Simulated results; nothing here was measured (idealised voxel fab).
process module | voxel plated lines
cross-section cut | 240 nm wide | cells 5 nm
A cross-section is a grid of square cells, given in bands from the top down. A band is one or more rows of cells.
Each band's line starts with the height of the band's top and of its bottom, in nm. Then come its materials from left to right, each with its width in nm. One material with "throughout" fills the band from edge to edge. "air" is empty space.
Height 0 is the level under which the wafer as received is all one material. The lowest band goes on downwards, as in "0 down".
A width such as "30 to 40" changes by the same amount from each row of cells to the next, from the band's top row to its bottom row.
"no change" after a step means that no cell of the cross-section changed.
closed voids: empty space of 8 cells or more with no open way to the top, each as width x height at its distance from the left edge, in nm
after a step's settings: what the simulator itself notes on the step
overlay nm, on a step with a mask: how far to the right of its planned place the mask lay; to the left if negative
plan
1 op RECEIVE | material Si
2 op CONFORMAL_DEP | material Al2O3 | thk nm 5
3 op DIRECTIONAL_DEP | material TiN | thk nm 5
4 op PATTERN | tone open | mask id LINES | material resist | width nm 20 | pitch nm 50 | thk nm 40 | overlay nm 0
5 op EPI | material Ru | thk nm 10
6 op EPI | material Ru | thk nm 10
7 op EPI | material Ru | thk nm 5
8 op STRIP | etch materials resist
9 op DIRECTIONAL_ETCH | etch materials TiN | depth nm 5
10 op CONFORMAL_DEP | material SiO2 | thk nm 10
as received, after step 1
  0 down: Si throughout
  closed voids: none
a wafer at the end: this start, this plan, one mistake
  45 to 35: air 30 | SiO2 35 | air 15 | SiO2 35 | air 15 | SiO2 35 | air 15 | SiO2 35 | air 25
  35 to 15: air 30 | SiO2 10 | Ru 15 | SiO2 10 | air 15 | SiO2 10 | Ru 15 | SiO2 10 | air 15 | SiO2 10 | Ru 15 | SiO2 10 | air 15 | SiO2 10 | Ru 15 | SiO2 10 | air 25
  15 to 10: SiO2 40 | Ru 15 | SiO2 35 | Ru 15 | SiO2 35 | Ru 15 | SiO2 35 | Ru 15 | SiO2 35
  10 to 5: SiO2 40 | TiN 15 | SiO2 35 | TiN 15 | SiO2 35 | TiN 15 | SiO2 35 | TiN 15 | SiO2 35
  5 to 0: Al2O3 throughout
  0 down: Si throughout
  closed voids: none
what went wrong: step 4 ran as: op PATTERN | tone open | mask id LINES | material resist | width nm 15 | pitch nm 50 | thk nm 40 | overlay nm 0
